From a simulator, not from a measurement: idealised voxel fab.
Presented below is a process module, voxel air gaps.
Pictured: cross-section cut, 205 nm wide, on a grid of 5 nm square cells.
Throughout this document, each cross-section is represented as a grid of square cells and is presented as a sequence of bands enumerated from the top downward, where a band comprises one or more rows of cells.
In this notation a band is specified by the heights of its top and bottom, in that order and in nm, after which its materials appear from left to right, each paired with its width in nm. The word "all across" attached to a single material means that material fills the band from edge to edge; the word "empty" stands for empty space.
Counting heights begins at 0, where everything beneath is, in the wafer as received, one material. The lowest band has no bottom; it goes on downwards, as "0 nm and below" shows.
Width spec "30->40" -> top row of cells at first value, bottom row at second value, equal per-row change in between.
The designation "no change occurred", where it is given for a processing step, indicates that no cell of the cross-section was altered in the course of that step.
In the "Closed void catalog" entry, you get each enclosed empty space of 8 cells or more, one with no open way to the top, written width x height at distance, distance from the left edge, in nm.
Formally, on a step line, whatever follows the settings is a remark that the simulator itself makes on the step.
"overlay nm", when on a step's line for a step with a mask, measures how far to the right of its planned place the mask lay; a negative measure means to the left.
Intended process steps:
1,RECEIVE, material Si
2,CONFORMAL_DEP, material SiO2, thk nm 15
3,CONFORMAL_DEP, material SiN, thk nm 5
4,DIRECTIONAL_DEP, material lowk, thk nm 40
5,MASKED_ETCH, tone open, mask id LINES, width nm 25, pitch nm 55, etch materials lowk, depth nm 40, overlay nm 0
6,CONFORMAL_DEP, material TiN, thk nm 5
7,FILL_DEP, material Ru, thk nm 5
8,CMP, height nm 60
9,EPI, material Ru, thk nm 10
10,SELECTIVE_ETCH, etch materials lowk, depth nm 50
11,CONFORMAL_DEP, material SiCN, thk nm 5
Cross-section: wafer on arrival = after step 1:
> 0 nm and below = Si all across
> Closed void catalog: none
Cross-section taken at module completion on the first of two wafers; processed per the plan:
> 75 nm to 70 nm = empty: 20 | SiCN: 165 | empty: 20
> 70 nm to 60 nm = empty: 20 | SiCN: 5 | Ru: 45 | SiCN: 10 | Ru: 45 | SiCN: 10 | Ru: 45 | SiCN: 5 | empty: 20
> 60 nm to 55 nm = empty: 20 | SiCN: 15 | TiN: 5 | Ru: 15 | TiN: 5 | SiCN: 30 | TiN: 5 | Ru: 15 | TiN: 5 | SiCN: 30 | TiN: 5 | Ru: 15 | TiN: 5 | SiCN: 15 | empty: 20
> 55 nm to 25 nm = empty: 30 | SiCN: 5 | TiN: 5 | Ru: 15 | TiN: 5 | SiCN: 5 | empty: 20 | SiCN: 5 | TiN: 5 | Ru: 15 | TiN: 5 | SiCN: 5 | empty: 20 | SiCN: 5 | TiN: 5 | Ru: 15 | TiN: 5 | SiCN: 5 | empty: 30
> 25 nm to 20 nm = SiCN: 35 | TiN: 25 | SiCN: 30 | TiN: 25 | SiCN: 30 | TiN: 25 | SiCN: 35
> 20 nm to 15 nm = SiN all across
> 15 nm to 0 nm = SiO2 all across
> 0 nm and below = Si all across
> Closed void catalog: 20 x 30 at 65; 20 x 30 at 120
Cross-section, wafer two of two, end of module: same start and plan as wafer one, one error in execution:
> 85 nm to 70 nm = empty: 10 | SiCN: 185 | empty: 10
> 70 nm to 60 nm = empty: 10 | SiCN: 15 | Ru: 45 | SiCN: 10 | Ru: 45 | SiCN: 10 | Ru: 45 | SiCN: 15 | empty: 10
> 60 nm to 55 nm = empty: 10 | SiCN: 25 | TiN: 5 | Ru: 15 | TiN: 5 | SiCN: 30 | TiN: 5 | Ru: 15 | TiN: 5 | SiCN: 30 | TiN: 5 | Ru: 15 | TiN: 5 | SiCN: 25 | empty: 10
> 55 nm to 45 nm = empty: 10 | SiCN: 25 | TiN: 5 | Ru: 15 | TiN: 5 | SiCN: 5 | empty: 20 | SiCN: 5 | TiN: 5 | Ru: 15 | TiN: 5 | SiCN: 5 | empty: 20 | SiCN: 5 | TiN: 5 | Ru: 15 | TiN: 5 | SiCN: 25 | empty: 10
> 45 nm to 35 nm = empty: 20 | SiCN: 15 | TiN: 5 | Ru: 15 | TiN: 5 | SiCN: 5 | empty: 20 | SiCN: 5 | TiN: 5 | Ru: 15 | TiN: 5 | SiCN: 5 | empty: 20 | SiCN: 5 | TiN: 5 | Ru: 15 | TiN: 5 | SiCN: 15 | empty: 20
> 35 nm to 25 nm = SiCN: 35 | TiN: 5 | Ru: 15 | TiN: 5 | SiCN: 5 | empty: 20 | SiCN: 5 | TiN: 5 | Ru: 15 | TiN: 5 | SiCN: 5 | empty: 20 | SiCN: 5 | TiN: 5 | Ru: 15 | TiN: 5 | SiCN: 35
> 25 nm to 20 nm = SiCN: 35 | TiN: 25 | SiCN: 30 | TiN: 25 | SiCN: 30 | TiN: 25 | SiCN: 35
> 20 nm to 15 nm = SiN all across
> 15 nm to 0 nm = SiO2 all across
> 0 nm and below = Si all across
> Closed void catalog: 20 x 30 at 65; 20 x 30 at 120
The mistake made against the process plan was this: step 11 ran as: CONFORMAL_DEP, material SiCN, thk nm 15
Counted in cells at the end, the second wafer holds more or fewer of these materials than the first: SiCN +138
